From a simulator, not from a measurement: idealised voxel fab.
Module name: voxel self aligned contacts (process module)
290 nm wide, 5 nm square cells: that's cross-section cut.
Heads up, the way a cross-section reads in here is a grid of square cells, handed over as bands from the top down, with every band being one or more rows of cells.
First you get the band's top height and its bottom height, in nm, and then the materials it's made of, left to right, with each width in nm. If you see a single material with "full width", that one covers the band edge to edge. "air" is empty space.
The reference from which all heights are counted is 0, the level beneath which the as-received wafer is entirely one material; the lowest band, having no lower bound, proceeds downward and is written after the example "top 0, no bottom".
With a width like "30->40", each row of cells in the band differs from the next by the same amount, the top row carrying the first number and the bottom row the second.
For the purposes of this document, the phrase "identical to before" attached to a step denotes that no cell within the cross-section was modified by that step.
So "Sealed internal voids" is basically the list of trapped voids: any empty space of 8 cells or more that can't reach the top through an opening. They're written width x height at distance, the distance being from the left edge, and it's all nm.
Note: text after step settings on the step line = simulator remark on that step.
overlay nm: on a step with a mask, how far right of its planned place the mask lay; negative means left.

Here's what the planned process steps look like
| 1 | op RECEIVE | material Si |
| 2 | op CONFORMAL_DEP | material SiO2 | thk nm 5 |
| 3 | op DIRECTIONAL_DEP | material polySi | thk nm 25 |
| 4 | op DIRECTIONAL_DEP | material SiN | thk nm 25 |
| 5 | op PATTERN | tone cover | mask id GATE | material resist | width nm 25 | pitch nm 60 | thk nm 15 | overlay nm 0 |
| 6 | op DIRECTIONAL_ETCH | etch materials SiN | depth nm 25 |
| 7 | op DIRECTIONAL_ETCH | etch materials polySi | depth nm 25 |
| 8 | op STRIP | etch materials resist |
| 9 | op CONFORMAL_DEP | material SiN | thk nm 10 |
| 10 | op DIRECTIONAL_ETCH | etch materials SiN | depth nm 10 |
| 11 | op FILL_DEP | material SiO2 | thk nm 15 |
| 12 | op CMP | height nm 65 |
| 13 | op DIRECTIONAL_DEP | material aC | thk nm 10 |
| 14 | op PATTERN | tone open | mask id CONTACT | material resist | width nm 45 | pitch nm 60 | thk nm 30 | overlay nm 0 |
| 15 | op DIRECTIONAL_ETCH | etch materials aC | depth nm 10 |
| 16 | op STRIP | etch materials resist |
| 17 | op DIRECTIONAL_ETCH | etch materials SiO2 | depth nm 65 |
| 18 | op STRIP | etch materials aC |
| 19 | op CONFORMAL_DEP | material TiN | thk nm 5 |
| 20 | op FILL_DEP | material W | thk nm 10 |
| 21 | op CMP | height nm 65 |
| 22 | op CONFORMAL_DEP | material SiCN | thk nm 5 |

Shown in cross-section is the wafer as received, that is, as it stands after step 1
  top 0, no bottom  Si full width
  Sealed internal voids: none

Cross-section, end of module. Start: as above. Plan: as above. Execution: one mistake
  top 70, bottom 65  SiCN full width
  top 65, bottom 55  100 SiO2, 5->10 TiN, 35->5 W, 5->30 TiN, 15 SiO2, 5->10 TiN, 35->5 W, 5->30 TiN, 85 SiO2
  top 55, bottom 30  60 SiO2, 45 SiN, 5 TiN, 5 W, 5 TiN, 45 SiN, 5 TiN, 5 W, 5 TiN, 45 SiN, 65 SiO2
  top 30, bottom 5  60 SiO2, 10 SiN, 25 polySi, 10 SiN, 5 TiN, 5 W, 5 TiN, 10 SiN, 25 polySi, 10 SiN, 5 TiN, 5 W, 5 TiN, 10 SiN, 25 polySi, 10 SiN, 65 SiO2
  top 5, bottom 0  105 SiO2, 15 TiN, 45 SiO2, 15 TiN, 110 SiO2
  top 0, no bottom  Si full width
  Sealed internal voids: none
What went wrong in running the wafer? step 14 was run on a setting that differed from the plan, and what really ran there is op PATTERN | tone open | mask id CONTACT | material resist | width nm 45 | pitch nm 60 | thk nm 30 | overlay nm 10
